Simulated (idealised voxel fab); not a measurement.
This section sets out a process module, namely voxel wiring stack.
235 nm wide, 5 nm square cells: that's cross-section cut.
Reading order for cross-sections: top band down to bottom band. Underlying form: a grid of square cells. Band size: one or more rows of cells.
For a band, the entry starts with two heights in nm, that of the top and then that of the bottom, and carries on with the band's materials in order from left to right, each alongside its width in nm; the word "throughout" beside a single material means it fills the band edge to edge, and "air" means empty space.
Heights from 0 (as-received wafer is one material below). Bottom band endless downward, as "0 -> down".
The two numbers in a width such as "30..40" mark its ends across the band: the first belongs to the top row of cells, the second to the bottom row, and from each row to the next the width moves by the same amount.
Step marked "no modification"? Then no cell in the cross-section changed in it.
"Voids, enclosed" - sealed voids, min. 8 cells, no opening to top; format: width x height at distance (distance from left edge; nm throughout).
after a step's settings: what the simulator itself notes on the step
overlay nm: where the mask lay relative to plan, measured to the right, on steps with a mask; negatives go left.

[Process steps - plan]
1 op RECEIVE | material Si
2 op CONFORMAL_DEP | material SiO2 | thk nm 10
3 op CONFORMAL_DEP | material SiCN | thk nm 5
4 op DIRECTIONAL_DEP | material lowk | thk nm 20
5 op DIRECTIONAL_DEP | material aC | thk nm 10
6 op PATTERN | tone open | mask id METAL_1 | material resist | width nm 20 | pitch nm 40 | thk nm 30 | overlay nm 0
7 op DIRECTIONAL_ETCH | etch materials aC | depth nm 10
8 op STRIP | etch materials resist
9 op DIRECTIONAL_ETCH | etch materials lowk | depth nm 20
10 op DIRECTIONAL_ETCH | etch materials SiCN | depth nm 5
11 op STRIP | etch materials aC
12 op CONFORMAL_DEP | material TiN | thk nm 5
13 op FILL_DEP | material Cu | thk nm 5
14 op CMP | height nm 35
15 op CONFORMAL_DEP | material SiCN | thk nm 5
16 op DIRECTIONAL_DEP | material lowk | thk nm 30
17 op MASKED_ETCH | tone open | mask id METAL_2_HOLES | width nm 15 | pitch nm 40 | etch materials lowk | depth nm 30 | overlay nm 0
18 op MASKED_ETCH | tone open | mask id METAL_2 | width nm 20 | pitch nm 40 | etch materials lowk | depth nm 20 | overlay nm 0
19 op MASKED_ETCH | tone open | mask id METAL_2 | width nm 20 | pitch nm 40 | etch materials SiCN | depth nm 5 | overlay nm 0
20 op CONFORMAL_DEP | material TiN | thk nm 5
21 op FILL_DEP | material Ru | thk nm 10
22 op CMP | height nm 70
23 op CONFORMAL_DEP | material SiCN | thk nm 5

[First of two wafers, processed according to plan]

[Delivered wafer in cross-section: state after step 1]
  0 -> down | Si throughout
  Voids, enclosed: none

[State of the wafer after step 2, shown in cross-section]
  10 -> 0 | SiO2 throughout
  Lower than 0, everything is as it was.

[State of the wafer after step 3, shown in cross-section]
  15 -> 10 | SiCN throughout
  Lower than 10, everything is as it was.

[State of the wafer after step 4, shown in cross-section]
  35 -> 15 | lowk throughout
  Lower than 15, everything is as it was.

[State of the wafer after step 5, shown in cross-section]
  45 -> 35 | aC throughout
  Lower than 35, everything is as it was.

[State of the wafer after step 6, shown in cross-section]
  75 -> 45 | 85 resist; 20 air; 20 resist; 20 air; 90 resist
  Lower than 45, everything is as it was.

[State of the wafer after step 7, shown in cross-section]
  65 -> 45 | 85 resist; 20 air; 20 resist; 20 air; 90 resist
  45 -> 35 | 85 aC; 20 air; 20 aC; 20 air; 90 aC
  Lower than 35, everything is as it was.

[State of the wafer after step 8, shown in cross-section]
  45 -> 35 | 85 aC; 20 air; 20 aC; 20 air; 90 aC
  Lower than 35, everything is as it was.

[State of the wafer after step 9, shown in cross-section]
  45 -> 35 | 85 aC; 20 air; 20 aC; 20 air; 90 aC
  35 -> 15 | 85 lowk; 20 air; 20 lowk; 20 air; 90 lowk
  Lower than 15, everything is as it was.

[State of the wafer after step 10, shown in cross-section]
  45 -> 35 | 85 aC; 20 air; 20 aC; 20 air; 90 aC
  35 -> 15 | 85 lowk; 20 air; 20 lowk; 20 air; 90 lowk
  15 -> 10 | 85 SiCN; 20 air; 20 SiCN; 20 air; 90 SiCN
  Lower than 10, everything is as it was.

[State of the wafer after step 11, shown in cross-section]
  35 -> 15 | 85 lowk; 20 air; 20 lowk; 20 air; 90 lowk
  Lower than 15, everything is as it was.

[State of the wafer after step 12, shown in cross-section]
  40 -> 35 | 90 TiN; 10 air; 30 TiN; 10 air; 95 TiN
  35 -> 15 | 85 lowk; 5 TiN; 10 air; 5 TiN; 20 lowk; 5 TiN; 10 air; 5 TiN; 90 lowk
  15 -> 10 | 85 SiCN; 20 TiN; 20 SiCN; 20 TiN; 90 SiCN
  Lower than 10, everything is as it was.

[State of the wafer after step 13, shown in cross-section]
  45 -> 40 | Cu throughout
  40 -> 35 | 90 TiN; 10 Cu; 30 TiN; 10 Cu; 95 TiN
  35 -> 15 | 85 lowk; 5 TiN; 10 Cu; 5 TiN; 20 lowk; 5 TiN; 10 Cu; 5 TiN; 90 lowk
  Lower than 15, everything is as it was.

[State of the wafer after step 14, shown in cross-section]
  35 -> 15 | 85 lowk; 5 TiN; 10 Cu; 5 TiN; 20 lowk; 5 TiN; 10 Cu; 5 TiN; 90 lowk
  Lower than 15, everything is as it was.

[State of the wafer after step 15, shown in cross-section]
  40 -> 35 | SiCN throughout
  Lower than 35, everything is as it was.

[State of the wafer after step 16, shown in cross-section]
  70 -> 40 | lowk throughout
  Lower than 40, everything is as it was.

[State of the wafer after step 17, shown in cross-section]
  70 -> 40 | 85 lowk; 15 air; 25 lowk; 15 air; 95 lowk
  Lower than 40, everything is as it was.

[State of the wafer after step 18, shown in cross-section]
  70 -> 50 | 85 lowk; 20 air; 20 lowk; 20 air; 90 lowk
  Lower than 50, everything is as it was.

[State of the wafer after step 19, shown in cross-section]
  70 -> 50 | 85 lowk; 20 air; 20 lowk; 20 air; 90 lowk
  50 -> 40 | 85 lowk; 15 air; 25 lowk; 15 air; 95 lowk
  40 -> 35 | 85 SiCN; 15 air; 25 SiCN; 15 air; 95 SiCN
  Lower than 35, everything is as it was.

[State of the wafer after step 20, shown in cross-section]
  75 -> 70 | 90 TiN; 10 air; 30 TiN; 10 air; 95 TiN
  70 -> 55 | 85 lowk; 5 TiN; 10 air; 5 TiN; 20 lowk; 5 TiN; 10 air; 5 TiN; 90 lowk
  55 -> 50 | 85 lowk; 5 TiN; 5 air; 10 TiN; 20 lowk; 5 TiN; 5 air; 10 TiN; 90 lowk
  50 -> 40 | 85 lowk; 5 TiN; 5 air; 5 TiN; 25 lowk; 5 TiN; 5 air; 5 TiN; 95 lowk
  40 -> 35 | 85 SiCN; 15 TiN; 25 SiCN; 15 TiN; 95 SiCN
  Lower than 35, everything is as it was.

[State of the wafer after step 21, shown in cross-section]
  85 -> 75 | Ru throughout
  75 -> 70 | 90 TiN; 10 Ru; 30 TiN; 10 Ru; 95 TiN
  70 -> 55 | 85 lowk; 5 TiN; 10 Ru; 5 TiN; 20 lowk; 5 TiN; 10 Ru; 5 TiN; 90 lowk
  55 -> 50 | 85 lowk; 5 TiN; 5 Ru; 10 TiN; 20 lowk; 5 TiN; 5 Ru; 10 TiN; 90 lowk
  50 -> 40 | 85 lowk; 5 TiN; 5 Ru; 5 TiN; 25 lowk; 5 TiN; 5 Ru; 5 TiN; 95 lowk
  Lower than 40, everything is as it was.

[State of the wafer after step 22, shown in cross-section]
  70 -> 55 | 85 lowk; 5 TiN; 10 Ru; 5 TiN; 20 lowk; 5 TiN; 10 Ru; 5 TiN; 90 lowk
  Lower than 55, everything is as it was.

[State of the wafer after step 23, shown in cross-section]
  75 -> 70 | SiCN throughout
  Lower than 70, everything is as it was.

[Wafer two of two - same starting point, same process plan, one mistake in execution; matches wafer one up to and including step 22]

[Cross-section of the second wafer at the time by which step 23 should have been completed according to the plan]
  85 -> 70 | SiCN throughout
  Lower than 70, everything is as it was.
Heads up, the wafer didn't run the way we planned it: step 23 was processed under conditions differing from the plan, specifically as op CONFORMAL_DEP | material SiCN | thk nm 15
The final cell counts differ between the wafers, with the second having more or fewer of some materials than the first: SiCN +94
